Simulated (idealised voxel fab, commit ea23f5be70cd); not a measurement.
The process module that follows is named voxel self aligned vias.
Square cell edge 5 nm, section width 155 nm, ID cut.
Notation: cross-section as square-cell grid; stated in bands, top first, going down; one or more cell rows per band. Heads up on the band format: heights come first, top then bottom, in nm. After that it's the materials left to right, each with its width in nm. A single material flagged "everywhere" fills the whole band edge to edge, and "air" means there's empty space there. All heights in this document are referenced to 0, defined as the level beneath which the wafer, as received, consists entirely of one material. The lowest band is not bounded below; it extends indefinitely downward and is written in the form "0..down". The notation "30 to 40" denotes a width that varies across the rows of cells in the band, beginning at the first number in the top row, finishing at the second number in the bottom row, and changing by an identical amount from each row to the next. "no alterations made" after a step means that no cell of the cross-section changed. Closed empty spaces (no open way to the top) of 8 cells or more are what "Closed void roster" lists, each as width x height at distance from the left edge, nm for all three. It should be noted that, on the line of a given step, the content following the step's settings is a remark produced by the simulator itself with respect to that step. For masked steps, "overlay nm" on the step line gives how far right of plan the mask actually lay; a minus sign means it lay to the left. Pairs follow: section before one process step, section after it down to the lowest changed band, step with settings underneath. Pairs may come from different runs of this module on the same starting wafer; continuity with the pair above only as stated in the "Incoming profile" entry.

## Incoming profile
* 0..down  Si everywhere
* Closed void roster: none

## Post-Step Section View
* 10..0  SiO2 everywhere
* Anything lower than 0 is untouched.
* Closed void roster: none
Between before and after, shown above: CONFORMAL_DEP (material SiO2; thk nm 10)

Incoming profile: see the after view in the pair directly above.

## Post-Step Section View
* 15..10  SiCN everywhere
* Anything lower than 10 is untouched.
* Closed void roster: none
Between before and after, shown above: CONFORMAL_DEP (material SiCN; thk nm 5)

Incoming profile: see the after view in the pair directly above.

## Post-Step Section View
* 40..15  lowk everywhere
* Anything lower than 15 is untouched.
* Closed void roster: none
Between before and after, shown above: DIRECTIONAL_DEP (material lowk; thk nm 25)

Incoming profile: see the after view in the pair directly above.

## Post-Step Section View
* 55..40  aC everywhere
* Anything lower than 40 is untouched.
* Closed void roster: none
Between before and after, shown above: DIRECTIONAL_DEP (material aC; thk nm 15)

Incoming profile: see the after view in the pair directly above.

## Post-Step Section View
* 90..55  30 nm resist  20 nm air  50 nm resist  20 nm air  35 nm resist
* Anything lower than 55 is untouched.
* Closed void roster: none
Between before and after, shown above: PATTERN (tone open; mask id LINES; material resist; width nm 20; pitch nm 70; thk nm 35; overlay nm 0)

Incoming profile: see the after view in the pair directly above.

## Post-Step Section View
* 75..55  30 nm resist  20 nm air  50 nm resist  20 nm air  35 nm resist
* 55..40  30 nm aC  20 nm air  50 nm aC  20 nm air  35 nm aC
* Anything lower than 40 is untouched.
* Closed void roster: none
Between before and after, shown above: DIRECTIONAL_ETCH (etch materials aC; depth nm 15)

Incoming profile: see the after view in the pair directly above.

## Post-Step Section View
* 55..40  30 nm aC  20 nm air  50 nm aC  20 nm air  35 nm aC
* Anything lower than 40 is untouched.
* Closed void roster: none
Between before and after, shown above: STRIP (etch materials resist)

Incoming profile: see the after view in the pair directly above.

## Post-Step Section View
* 55..40  30 nm aC  20 nm air  50 nm aC  20 nm air  35 nm aC
* 40..15  30 nm lowk  20 nm air  50 nm lowk  20 nm air  35 nm lowk
* Anything lower than 15 is untouched.
* Closed void roster: none
Between before and after, shown above: DIRECTIONAL_ETCH (etch materials lowk; depth nm 25)

Incoming profile: see the after view in the pair directly above.

## Post-Step Section View
* 40..15  30 nm lowk  20 nm air  50 nm lowk  20 nm air  35 nm lowk
* Anything lower than 15 is untouched.
* Closed void roster: none
Between before and after, shown above: STRIP (etch materials aC)

Incoming profile: see the after view in the pair directly above.

## Post-Step Section View
* 45..40  35 nm TiN  10 nm air  60 nm TiN  10 nm air  40 nm TiN
* 40..20  30 nm lowk  5 nm TiN  10 nm air  5 nm TiN  50 nm lowk  5 nm TiN  10 nm air  5 nm TiN  35 nm lowk
* 20..15  30 nm lowk  20 nm TiN  50 nm lowk  20 nm TiN  35 nm lowk
* Anything lower than 15 is untouched.
* Closed void roster: none
Between before and after, shown above: CONFORMAL_DEP (material TiN; thk nm 5)

Incoming profile: see the after view in the pair directly above.

## Post-Step Section View
* 50..45  Ru everywhere
* 45..40  35 nm TiN  10 nm Ru  60 nm TiN  10 nm Ru  40 nm TiN
* 40..20  30 nm lowk  5 nm TiN  10 nm Ru  5 nm TiN  50 nm lowk  5 nm TiN  10 nm Ru  5 nm TiN  35 nm lowk
* Anything lower than 20 is untouched.
* Closed void roster: none
Between before and after, shown above: FILL_DEP (material Ru; thk nm 5)

Incoming profile: see the after view in the pair directly above.

## Post-Step Section View
* 40..20  30 nm lowk  5 nm TiN  10 nm Ru  5 nm TiN  50 nm lowk  5 nm TiN  10 nm Ru  5 nm TiN  35 nm lowk
* Anything lower than 20 is untouched.
* Closed void roster: none
Between before and after, shown above: CMP (height nm 40)

Incoming profile: see the after view in the pair directly above.

## Post-Step Section View
* 40..35  30 nm lowk  20 nm air  50 nm lowk  20 nm air  35 nm lowk
* Anything lower than 35 is untouched.
* Closed void roster: none
Between before and after, shown above: SELECTIVE_ETCH (etch materials W Ru TiN; depth nm 5)

Incoming profile: see the after view in the pair directly above.

## Post-Step Section View
* 50..40  SiN everywhere
* 40..35  30 nm lowk  20 nm SiN  50 nm lowk  20 nm SiN  35 nm lowk
* Anything lower than 35 is untouched.
* Closed void roster: none
Between before and after, shown above: FILL_DEP (material SiN; thk nm 10)

Incoming profile: see the after view in the pair directly above.

## Post-Step Section View
* 40..35  30 nm lowk  20 nm SiN  50 nm lowk  20 nm SiN  35 nm lowk
* Anything lower than 35 is untouched.
* Closed void roster: none
Between before and after, shown above: CMP (height nm 40)

Incoming profile: see the after view in the pair directly above.

## Post-Step Section View
* 55..40  lowk everywhere
* Anything lower than 40 is untouched.
* Closed void roster: none
Between before and after, shown above: DIRECTIONAL_DEP (material lowk; thk nm 15)

Incoming profile: see the after view in the pair directly above.

## Post-Step Section View
* 55..40  20 nm lowk  40 nm air  95 nm lowk
* Anything lower than 40 is untouched.
* Closed void roster: none
Between before and after, shown above: MASKED_ETCH (tone open; mask id VIAS; width nm 40; etch materials lowk; depth nm 15; overlay nm 0)

Incoming profile: see the after view in the pair directly above.

## Post-Step Section View
* 55..40  20 nm lowk  40 nm air  95 nm lowk
* 40..35  30 nm lowk  20 nm air  50 nm lowk  20 nm SiN  35 nm lowk
* Anything lower than 35 is untouched.
* Closed void roster: none
Between before and after, shown above: MASKED_ETCH (tone open; mask id VIAS; width nm 40; etch materials SiN; depth nm 5; overlay nm 0)

Incoming profile: see the after view in the pair directly above.

## Post-Step Section View
* 60..55  25 nm TiN  30 nm air  100 nm TiN
* 55..45  20 nm lowk  5 nm TiN  30 nm air  5 nm TiN  95 nm lowk
* 45..40  20 nm lowk  15 nm TiN  10 nm air  15 nm TiN  95 nm lowk
* 40..35  30 nm lowk  20 nm TiN  50 nm lowk  20 nm SiN  35 nm lowk
* Anything lower than 35 is untouched.
* Closed void roster: none
Between before and after, shown above: CONFORMAL_DEP (material TiN; thk nm 5)

Incoming profile: see the after view in the pair directly above.

## Post-Step Section View
* 70..60  Cu everywhere
* 60..55  25 nm TiN  30 nm Cu  100 nm TiN
* 55..45  20 nm lowk  5 nm TiN  30 nm Cu  5 nm TiN  95 nm lowk
* 45..40  20 nm lowk  15 nm TiN  10 nm Cu  15 nm TiN  95 nm lowk
* Anything lower than 40 is untouched.
* Closed void roster: none
Between before and after, shown above: FILL_DEP (material Cu; thk nm 10)

Incoming profile: see the after view in the pair directly above.

## Post-Step Section View
* 55..45  20 nm lowk  5 nm TiN  30 nm Cu  5 nm TiN  95 nm lowk
* Anything lower than 45 is untouched.
* Closed void roster: none
Between before and after, shown above: CMP (height nm 55)

Incoming profile: see the after view in the pair directly above.

## Post-Step Section View
* 60..55  SiN everywhere
* Anything lower than 55 is untouched.
* Closed void roster: none
Between before and after, shown above: CONFORMAL_DEP (material SiN; thk nm 5)

## Incoming profile
* 10..0  SiO2 everywhere
* 0..down  Si everywhere
* Closed void roster: none

## Post-Step Section View
* 35..10  lowk everywhere
* Anything lower than 10 is untouched.
* Closed void roster: none
Between before and after, shown above: DIRECTIONAL_DEP (material lowk; thk nm 25)

Incoming profile: see the after view in the pair directly above.

## Post-Step Section View
* 50..35  aC everywhere
* Anything lower than 35 is untouched.
* Closed void roster: none
Between before and after, shown above: DIRECTIONAL_DEP (material aC; thk nm 15)

Incoming profile: see the after view in the pair directly above.

## Post-Step Section View
* 85..50  30 nm resist  20 nm air  50 nm resist  20 nm air  35 nm resist
* Anything lower than 50 is untouched.
* Closed void roster: none
Between before and after, shown above: PATTERN (tone open; mask id LINES; material resist; width nm 20; pitch nm 70; thk nm 35; overlay nm 0)

Incoming profile: see the after view in the pair directly above.

## Post-Step Section View
* 70..50  30 nm resist  20 nm air  50 nm resist  20 nm air  35 nm resist
* 50..35  30 nm aC  20 nm air  50 nm aC  20 nm air  35 nm aC
* Anything lower than 35 is untouched.
* Closed void roster: none
Between before and after, shown above: DIRECTIONAL_ETCH (etch materials aC; depth nm 15)

Incoming profile: see the after view in the pair directly above.

## Post-Step Section View
* 50..35  30 nm aC  20 nm air  50 nm aC  20 nm air  35 nm aC
* Anything lower than 35 is untouched.
* Closed void roster: none
Between before and after, shown above: STRIP (etch materials resist)

Incoming profile: see the after view in the pair directly above.

## Post-Step Section View
* 50..35  30 nm aC  20 nm air  50 nm aC  20 nm air  35 nm aC
* 35..10  30 nm lowk  20 nm air  50 nm lowk  20 nm air  35 nm lowk
* Anything lower than 10 is untouched.
* Closed void roster: none
Between before and after, shown above: DIRECTIONAL_ETCH (etch materials lowk; depth nm 25)

Incoming profile: see the after view in the pair directly above.

## Post-Step Section View
* 35..10  30 nm lowk  20 nm air  50 nm lowk  20 nm air  35 nm lowk
* Anything lower than 10 is untouched.
* Closed void roster: none
Between before and after, shown above: STRIP (etch materials aC)

Incoming profile: see the after view in the pair directly above.

## Post-Step Section View
* 40..35  35 nm TiN  10 nm air  60 nm TiN  10 nm air  40 nm TiN
* 35..15  30 nm lowk  5 nm TiN  10 nm air  5 nm TiN  50 nm lowk  5 nm TiN  10 nm air  5 nm TiN  35 nm lowk
* 15..10  30 nm lowk  20 nm TiN  50 nm lowk  20 nm TiN  35 nm lowk
* Anything lower than 10 is untouched.
* Closed void roster: none
Between before and after, shown above: CONFORMAL_DEP (material TiN; thk nm 5)

Incoming profile: see the after view in the pair directly above.

## Post-Step Section View
* 45..40  Ru everywhere
* 40..35  35 nm TiN  10 nm Ru  60 nm TiN  10 nm Ru  40 nm TiN
* 35..15  30 nm lowk  5 nm TiN  10 nm Ru  5 nm TiN  50 nm lowk  5 nm TiN  10 nm Ru  5 nm TiN  35 nm lowk
* Anything lower than 15 is untouched.
* Closed void roster: none
Between before and after, shown above: FILL_DEP (material Ru; thk nm 5)

Incoming profile: see the after view in the pair directly above.

## Post-Step Section View
* 40..35  35 nm TiN  10 nm Ru  60 nm TiN  10 nm Ru  40 nm TiN
* Anything lower than 35 is untouched.
* Closed void roster: none
Between before and after, shown above: CMP (height nm 40)

Incoming profile: see the after view in the pair directly above.

## Post-Step Section View
* 35..15  30 nm lowk  5 nm TiN  10 nm Ru  5 nm TiN  50 nm lowk  5 nm TiN  10 nm Ru  5 nm TiN  35 nm lowk
* Anything lower than 15 is untouched.
* Closed void roster: none
Between before and after, shown above: SELECTIVE_ETCH (etch materials W Ru TiN; depth nm 5)

Incoming profile: see the after view in the pair directly above.

## Post-Step Section View
* 45..35  SiN everywhere
* Anything lower than 35 is untouched.
* Closed void roster: none
Between before and after, shown above: FILL_DEP (material SiN; thk nm 10)

Incoming profile: see the after view in the pair directly above.

## Post-Step Section View
* 40..35  SiN everywhere
* Anything lower than 35 is untouched.
* Closed void roster: none
Between before and after, shown above: CMP (height nm 40)

Incoming profile: see the after view in the pair directly above.

## Post-Step Section View
* 55..40  lowk everywhere
* Anything lower than 40 is untouched.
* Closed void roster: none
Between before and after, shown above: DIRECTIONAL_DEP (material lowk; thk nm 15)

Incoming profile: see the after view in the pair directly above.

## Post-Step Section View
* 55..40  20 nm lowk  40 nm air  95 nm lowk
* Anything lower than 40 is untouched.
* Closed void roster: none
Between before and after, shown above: MASKED_ETCH (tone open; mask id VIAS; width nm 40; etch materials lowk; depth nm 15; overlay nm 0)

Incoming profile: see the after view in the pair directly above.

## Post-Step Section View
* 55..40  20 nm lowk  40 nm air  95 nm lowk
* 40..35  20 nm SiN  40 nm air  95 nm SiN
* Anything lower than 35 is untouched.
* Closed void roster: none
Between before and after, shown above: MASKED_ETCH (tone open; mask id VIAS; width nm 40; etch materials SiN; depth nm 5; overlay nm 0)

Incoming profile: see the after view in the pair directly above.

## Post-Step Section View
* 60..55  25 nm TiN  30 nm air  100 nm TiN
* 55..40  20 nm lowk  5 nm TiN  30 nm air  5 nm TiN  95 nm lowk
* 40..35  20 nm SiN  40 nm TiN  95 nm SiN
* Anything lower than 35 is untouched.
* Closed void roster: none
Between before and after, shown above: CONFORMAL_DEP (material TiN; thk nm 5)

Incoming profile: see the after view in the pair directly above.

## Post-Step Section View
* 70..60  Cu everywhere
* 60..55  25 nm TiN  30 nm Cu  100 nm TiN
* 55..40  20 nm lowk  5 nm TiN  30 nm Cu  5 nm TiN  95 nm lowk
* Anything lower than 40 is untouched.
* Closed void roster: none
Between before and after, shown above: FILL_DEP (material Cu; thk nm 10)

Incoming profile: see the after view in the pair directly above.

## Post-Step Section View
* 55..40  20 nm lowk  5 nm TiN  30 nm Cu  5 nm TiN  95 nm lowk
* Anything lower than 40 is untouched.
* Closed void roster: none
Between before and after, shown above: CMP (height nm 55)

Incoming profile: see the after view in the pair directly above.

## Post-Step Section View
* 60..55  SiN everywhere
* Anything lower than 55 is untouched.
* Closed void roster: none
Between before and after, shown above: CONFORMAL_DEP (material SiN; thk nm 5)

## Incoming profile
* 55..40  20 nm lowk  40 nm air  95 nm lowk
* 40..35  30 nm lowk  20 nm SiN  50 nm lowk  20 nm SiN  35 nm lowk
* 35..20  30 nm lowk  5 nm TiN  10 nm Ru  5 nm TiN  50 nm lowk  5 nm TiN  10 nm Ru  5 nm TiN  35 nm lowk
* 20..15  30 nm lowk  20 nm TiN  50 nm lowk  20 nm TiN  35 nm lowk
* 15..10  SiCN everywhere
* 10..0  SiO2 everywhere
* 0..down  Si everywhere
* Closed void roster: none

## Post-Step Section View
* 55..40  20 nm lowk  40 nm air  95 nm lowk
* 40..35  20 nm lowk  10 nm air  20 nm SiN  10 nm air  40 nm lowk  20 nm SiN  35 nm lowk
* 35..25  20 nm lowk  10 nm air  5 nm TiN  10 nm Ru  5 nm TiN  10 nm air  40 nm lowk  5 nm TiN  10 nm Ru  5 nm TiN  35 nm lowk
* Anything lower than 25 is untouched.
* Closed void roster: none
Between before and after, shown above: MASKED_ETCH (tone open; mask id VIAS; width nm 40; etch materials lowk; depth nm 15; overlay nm 0)

Incoming profile: see the after view in the pair directly above.

## Post-Step Section View
* 55..40  20 nm lowk  40 nm air  95 nm lowk
* 40..35  20 nm lowk  40 nm air  40 nm lowk  20 nm SiN  35 nm lowk
* Anything lower than 35 is untouched.
* Closed void roster: none
Between before and after, shown above: MASKED_ETCH (tone open; mask id VIAS; width nm 40; etch materials SiN; depth nm 5; overlay nm 0)

Incoming profile: see the after view in the pair directly above.

## Post-Step Section View
* 60..55  25 nm TiN  30 nm air  100 nm TiN
* 55..40  20 nm lowk  5 nm TiN  30 nm air  5 nm TiN  95 nm lowk
* 40..35  20 nm lowk  40 nm TiN  40 nm lowk  20 nm SiN  35 nm lowk
* 35..25  20 nm lowk  15 nm TiN  10 nm Ru  15 nm TiN  40 nm lowk  5 nm TiN  10 nm Ru  5 nm TiN  35 nm lowk
* Anything lower than 25 is untouched.
* Closed void roster: none
Between before and after, shown above: CONFORMAL_DEP (material TiN; thk nm 5)

Incoming profile: see the after view in the pair directly above.

## Post-Step Section View
* 70..60  Cu everywhere
* 60..55  25 nm TiN  30 nm Cu  100 nm TiN
* 55..40  20 nm lowk  5 nm TiN  30 nm Cu  5 nm TiN  95 nm lowk
* Anything lower than 40 is untouched.
* Closed void roster: none
Between before and after, shown above: FILL_DEP (material Cu; thk nm 10)

Incoming profile: see the after view in the pair directly above.

## Post-Step Section View
* 55..40  20 nm lowk  5 nm TiN  30 nm Cu  5 nm TiN  95 nm lowk
* Anything lower than 40 is untouched.
* Closed void roster: none
Between before and after, shown above: CMP (height nm 55)

Incoming profile: see the after view in the pair directly above.

## Post-Step Section View
* 60..55  SiN everywhere
* Anything lower than 55 is untouched.
* Closed void roster: none
Between before and after, shown above: CONFORMAL_DEP (material SiN; thk nm 5)

## Incoming profile
* 35..10  lowk everywhere
* 10..0  SiO2 everywhere
* 0..down  Si everywhere
* Closed void roster: none

## Post-Step Section View
* 40..35  SiCN everywhere
* Anything lower than 35 is untouched.
* Closed void roster: none
Between before and after, shown above: CONFORMAL_DEP (material SiCN; thk nm 5)

Incoming profile: see the after view in the pair directly above.

## Post-Step Section View
* 55..40  aC everywhere
* Anything lower than 40 is untouched.
* Closed void roster: none
Between before and after, shown above: DIRECTIONAL_DEP (material aC; thk nm 15)

Incoming profile: see the after view in the pair directly above.

## Post-Step Section View
* 90..55  30 nm resist  20 nm air  50 nm resist  20 nm air  35 nm resist
* Anything lower than 55 is untouched.
* Closed void roster: none
Between before and after, shown above: PATTERN (tone open; mask id LINES; material resist; width nm 20; pitch nm 70; thk nm 35; overlay nm 0)

Incoming profile: see the after view in the pair directly above.

## Post-Step Section View
* 75..55  30 nm resist  20 nm air  50 nm resist  20 nm air  35 nm resist
* 55..40  30 nm aC  20 nm air  50 nm aC  20 nm air  35 nm aC
* Anything lower than 40 is untouched.
* Closed void roster: none
Between before and after, shown above: DIRECTIONAL_ETCH (etch materials aC; depth nm 15)

Incoming profile: see the after view in the pair directly above.

## Post-Step Section View
* 55..40  30 nm aC  20 nm air  50 nm aC  20 nm air  35 nm aC
* Anything lower than 40 is untouched.
* Closed void roster: none
Between before and after, shown above: STRIP (etch materials resist)

Incoming profile: see the after view in the pair directly above.

## Post-Step Section View
* 40..35  SiCN everywhere
* Anything lower than 35 is untouched.
* Closed void roster: none
Between before and after, shown above: STRIP (etch materials aC)

Incoming profile: see the after view in the pair directly above.

## Post-Step Section View
* 45..40  TiN everywhere
* Anything lower than 40 is untouched.
* Closed void roster: none
Between before and after, shown above: CONFORMAL_DEP (material TiN; thk nm 5)

Incoming profile: see the after view in the pair directly above.

## Post-Step Section View
* 50..45  Ru everywhere
* Anything lower than 45 is untouched.
* Closed void roster: none
Between before and after, shown above: FILL_DEP (material Ru; thk nm 5)

Incoming profile: see the after view in the pair directly above.

## Post-Step Section View
* 40..35  SiCN everywhere
* Anything lower than 35 is untouched.
* Closed void roster: none
Between before and after, shown above: CMP (height nm 40)

Incoming profile: see the after view in the pair directly above.

## Post-Step Section View
* 50..40  SiN everywhere
* Anything lower than 40 is untouched.
* Closed void roster: none
Between before and after, shown above: FILL_DEP (material SiN; thk nm 10)

Incoming profile: see the after view in the pair directly above.

## Post-Step Section View
* 40..35  SiCN everywhere
* Anything lower than 35 is untouched.
* Closed void roster: none
Between before and after, shown above: CMP (height nm 40)

Incoming profile: see the after view in the pair directly above.

## Post-Step Section View
* 55..40  lowk everywhere
* Anything lower than 40 is untouched.
* Closed void roster: none
Between before and after, shown above: DIRECTIONAL_DEP (material lowk; thk nm 15)

Incoming profile: see the after view in the pair directly above.

## Post-Step Section View
* 55..40  20 nm lowk  40 nm air  95 nm lowk
* Anything lower than 40 is untouched.
* Closed void roster: none
Between before and after, shown above: MASKED_ETCH (tone open; mask id VIAS; width nm 40; etch materials lowk; depth nm 15; overlay nm 0)

Incoming profile: see the after view in the pair directly above.

## Post-Step Section View
* 60..55  25 nm TiN  30 nm air  100 nm TiN
* 55..45  20 nm lowk  5 nm TiN  30 nm air  5 nm TiN  95 nm lowk
* 45..40  20 nm lowk  40 nm TiN  95 nm lowk
* Anything lower than 40 is untouched.
* Closed void roster: none
Between before and after, shown above: CONFORMAL_DEP (material TiN; thk nm 5)

Incoming profile: see the after view in the pair directly above.

## Post-Step Section View
* 70..60  Cu everywhere
* 60..55  25 nm TiN  30 nm Cu  100 nm TiN
* 55..45  20 nm lowk  5 nm TiN  30 nm Cu  5 nm TiN  95 nm lowk
* Anything lower than 45 is untouched.
* Closed void roster: none
Between before and after, shown above: FILL_DEP (material Cu; thk nm 10)

Incoming profile: see the after view in the pair directly above.

## Post-Step Section View
* 55..45  20 nm lowk  5 nm TiN  30 nm Cu  5 nm TiN  95 nm lowk
* Anything lower than 45 is untouched.
* Closed void roster: none
Between before and after, shown above: CMP (height nm 55)

Incoming profile: see the after view in the pair directly above.

## Post-Step Section View
* 60..55  SiN everywhere
* Anything lower than 55 is untouched.
* Closed void roster: none
Between before and after, shown above: CONFORMAL_DEP (material SiN; thk nm 5)

## Incoming profile
* 40..35  30 nm lowk  20 nm SiN  50 nm lowk  20 nm SiN  35 nm lowk
* 35..20  30 nm lowk  5 nm TiN  10 nm Ru  5 nm TiN  50 nm lowk  5 nm TiN  10 nm Ru  5 nm TiN  35 nm lowk
* 20..15  30 nm lowk  20 nm TiN  50 nm lowk  20 nm TiN  35 nm lowk
* 15..10  SiCN everywhere
* 10..0  SiO2 everywhere
* 0..down  Si everywhere
* Closed void roster: none

## Post-Step Section View
* 50..40  lowk everywhere
* Anything lower than 40 is untouched.
* Closed void roster: none
Between before and after, shown above: DIRECTIONAL_DEP (material lowk; thk nm 10)

Incoming profile: see the after view in the pair directly above.

## Post-Step Section View
* 50..40  20 nm lowk  40 nm air  95 nm lowk
* 40..35  20 nm lowk  10 nm air  20 nm SiN  10 nm air  40 nm lowk  20 nm SiN  35 nm lowk
* Anything lower than 35 is untouched.
* Closed void roster: none
Between before and after, shown above: MASKED_ETCH (tone open; mask id VIAS; width nm 40; etch materials lowk; depth nm 15; overlay nm 0)

Incoming profile: see the after view in the pair directly above.

## Post-Step Section View
* 50..40  20 nm lowk  40 nm air  95 nm lowk
* 40..35  20 nm lowk  40 nm air  40 nm lowk  20 nm SiN  35 nm lowk
* Anything lower than 35 is untouched.
* Closed void roster: none
Between before and after, shown above: MASKED_ETCH (tone open; mask id VIAS; width nm 40; etch materials SiN; depth nm 5; overlay nm 0)

Incoming profile: see the after view in the pair directly above.

## Post-Step Section View
* 55..50  25 nm TiN  30 nm air  100 nm TiN
* 50..40  20 nm lowk  5 nm TiN  30 nm air  5 nm TiN  95 nm lowk
* 40..35  20 nm lowk  40 nm TiN  40 nm lowk  20 nm SiN  35 nm lowk
* Anything lower than 35 is untouched.
* Closed void roster: none
Between before and after, shown above: CONFORMAL_DEP (material TiN; thk nm 5)

Incoming profile: see the after view in the pair directly above.

## Post-Step Section View
* 65..55  Cu everywhere
* 55..50  25 nm TiN  30 nm Cu  100 nm TiN
* 50..40  20 nm lowk  5 nm TiN  30 nm Cu  5 nm TiN  95 nm lowk
* Anything lower than 40 is untouched.
* Closed void roster: none
Between before and after, shown above: FILL_DEP (material Cu; thk nm 10)

Incoming profile: see the after view in the pair directly above.

## Post-Step Section View
* 55..50  25 nm TiN  30 nm Cu  100 nm TiN
* Anything lower than 50 is untouched.
* Closed void roster: none
Between before and after, shown above: CMP (height nm 55)

Incoming profile: see the after view in the pair directly above.

## Post-Step Section View
* 60..55  SiN everywhere
* Anything lower than 55 is untouched.
* Closed void roster: none
Between before and after, shown above: CONFORMAL_DEP (material SiN; thk nm 5)

## Incoming profile
* 55..40  lowk everywhere
* 40..35  30 nm lowk  20 nm SiN  50 nm lowk  20 nm SiN  35 nm lowk
* 35..20  30 nm lowk  5 nm TiN  10 nm Ru  5 nm TiN  50 nm lowk  5 nm TiN  10 nm Ru  5 nm TiN  35 nm lowk
* 20..15  30 nm lowk  20 nm TiN  50 nm lowk  20 nm TiN  35 nm lowk
* 15..10  SiCN everywhere
* 10..0  SiO2 everywhere
* 0..down  Si everywhere
* Closed void roster: none

## Post-Step Section View
* 55..40  15 nm lowk  50 nm air  90 nm lowk
* Anything lower than 40 is untouched.
* Closed void roster: none
Between before and after, shown above: MASKED_ETCH (tone open; mask id VIAS; width nm 50; etch materials lowk; depth nm 15; overlay nm 0)

Incoming profile: see the after view in the pair directly above.

## Post-Step Section View
* 55..40  15 nm lowk  50 nm air  90 nm lowk
* 40..35  30 nm lowk  20 nm air  50 nm lowk  20 nm SiN  35 nm lowk
* Anything lower than 35 is untouched.
* Closed void roster: none
Between before and after, shown above: MASKED_ETCH (tone open; mask id VIAS; width nm 40; etch materials SiN; depth nm 5; overlay nm 0)

Incoming profile: see the after view in the pair directly above.

## Post-Step Section View
* 60..55  20 nm TiN  40 nm air  95 nm TiN
* 55..45  15 nm lowk  5 nm TiN  40 nm air  5 nm TiN  90 nm lowk
* 45..40  15 nm lowk  20 nm TiN  10 nm air  20 nm TiN  90 nm lowk
* 40..35  30 nm lowk  20 nm TiN  50 nm lowk  20 nm SiN  35 nm lowk
* Anything lower than 35 is untouched.
* Closed void roster: none
Between before and after, shown above: CONFORMAL_DEP (material TiN; thk nm 5)

Incoming profile: see the after view in the pair directly above.

## Post-Step Section View
* 70..60  Cu everywhere
* 60..55  20 nm TiN  40 nm Cu  95 nm TiN
* 55..45  15 nm lowk  5 nm TiN  40 nm Cu  5 nm TiN  90 nm lowk
* 45..40  15 nm lowk  20 nm TiN  10 nm Cu  20 nm TiN  90 nm lowk
* Anything lower than 40 is untouched.
* Closed void roster: none
Between before and after, shown above: FILL_DEP (material Cu; thk nm 10)

Incoming profile: see the after view in the pair directly above.

## Post-Step Section View
* 55..45  15 nm lowk  5 nm TiN  40 nm Cu  5 nm TiN  90 nm lowk
* Anything lower than 45 is untouched.
* Closed void roster: none
Between before and after, shown above: CMP (height nm 55)

Incoming profile: see the after view in the pair directly above.

## Post-Step Section View
* 60..55  SiN everywhere
* Anything lower than 55 is untouched.
* Closed void roster: none
Between before and after, shown above: CONFORMAL_DEP (material SiN; thk nm 5)

## Incoming profile
* 55..40  lowk everywhere
* 40..35  30 nm lowk  20 nm SiN  50 nm lowk  20 nm SiN  35 nm lowk
* 35..20  30 nm lowk  5 nm TiN  10 nm Ru  5 nm TiN  50 nm lowk  5 nm TiN  10 nm Ru  5 nm TiN  35 nm lowk
* 20..15  30 nm lowk  20 nm TiN  50 nm lowk  20 nm TiN  35 nm lowk
* 15..10  SiCN everywhere
* 10..0  SiO2 everywhere
* 0..down  Si everywhere
* Closed void roster: none

## Post-Step Section View
* 55..40  25 nm lowk  40 nm air  90 nm lowk
* Anything lower than 40 is untouched.
* Closed void roster: none
Between before and after, shown above: MASKED_ETCH (tone open; mask id VIAS; width nm 40; etch materials lowk; depth nm 15; overlay nm 5)

Incoming profile: see the after view in the pair directly above.

## Post-Step Section View
* 55..40  25 nm lowk  40 nm air  90 nm lowk
* 40..35  30 nm lowk  20 nm air  50 nm lowk  20 nm SiN  35 nm lowk
* Anything lower than 35 is untouched.
* Closed void roster: none
Between before and after, shown above: MASKED_ETCH (tone open; mask id VIAS; width nm 40; etch materials SiN; depth nm 5; overlay nm 0)

Incoming profile: see the after view in the pair directly above.

## Post-Step Section View
* 60..55  30 nm TiN  30 nm air  95 nm TiN
* 55..45  25 nm lowk  5 nm TiN  30 nm air  5 nm TiN  90 nm lowk
* 45..40  25 nm lowk  10 nm TiN  10 nm air  20 nm TiN  90 nm lowk
* 40..35  30 nm lowk  20 nm TiN  50 nm lowk  20 nm SiN  35 nm lowk
* Anything lower than 35 is untouched.
* Closed void roster: none
Between before and after, shown above: CONFORMAL_DEP (material TiN; thk nm 5)

Incoming profile: see the after view in the pair directly above.

## Post-Step Section View
* 70..60  Cu everywhere
* 60..55  30 nm TiN  30 nm Cu  95 nm TiN
* 55..45  25 nm lowk  5 nm TiN  30 nm Cu  5 nm TiN  90 nm lowk
* 45..40  25 nm lowk  10 nm TiN  10 nm Cu  20 nm TiN  90 nm lowk
* Anything lower than 40 is untouched.
* Closed void roster: none
Between before and after, shown above: FILL_DEP (material Cu; thk nm 10)

Incoming profile: see the after view in the pair directly above.

## Post-Step Section View
* 55..45  25 nm lowk  5 nm TiN  30 nm Cu  5 nm TiN  90 nm lowk
* Anything lower than 45 is untouched.
* Closed void roster: none
Between before and after, shown above: CMP (height nm 55)

Incoming profile: see the after view in the pair directly above.

## Post-Step Section View
* 60..55  SiN everywhere
* Anything lower than 55 is untouched.
* Closed void roster: none
Between before and after, shown above: CONFORMAL_DEP (material SiN; thk nm 5)

## Incoming profile
* 40..20  30 nm lowk  5 nm TiN  10 nm Ru  5 nm TiN  50 nm lowk  5 nm TiN  10 nm Ru  5 nm TiN  35 nm lowk
* 20..15  30 nm lowk  20 nm TiN  50 nm lowk  20 nm TiN  35 nm lowk
* 15..10  SiCN everywhere
* 10..0  SiO2 everywhere
* 0..down  Si everywhere
* Closed void roster: none

## Post-Step Section View
* 40..35  30 nm lowk  5 nm air  10 nm Ru  5 nm air  50 nm lowk  5 nm air  10 nm Ru  5 nm air  35 nm lowk
* Anything lower than 35 is untouched.
* Closed void roster: none
Between before and after, shown above: SELECTIVE_ETCH (etch materials TiN; depth nm 5)

Incoming profile: see the after view in the pair directly above.

## Post-Step Section View
* 50..40  SiN everywhere
* 40..35  30 nm lowk  5 nm SiN  10 nm Ru  5 nm SiN  50 nm lowk  5 nm SiN  10 nm Ru  5 nm SiN  35 nm lowk
* Anything lower than 35 is untouched.
* Closed void roster: none
Between before and after, shown above: FILL_DEP (material SiN; thk nm 10)

Incoming profile: see the after view in the pair directly above.

## Post-Step Section View
* 40..35  30 nm lowk  5 nm SiN  10 nm Ru  5 nm SiN  50 nm lowk  5 nm SiN  10 nm Ru  5 nm SiN  35 nm lowk
* Anything lower than 35 is untouched.
* Closed void roster: none
Between before and after, shown above: CMP (height nm 40)

Incoming profile: see the after view in the pair directly above.

## Post-Step Section View
* 55..40  lowk everywhere
* Anything lower than 40 is untouched.
* Closed void roster: none
Between before and after, shown above: DIRECTIONAL_DEP (material lowk; thk nm 15)
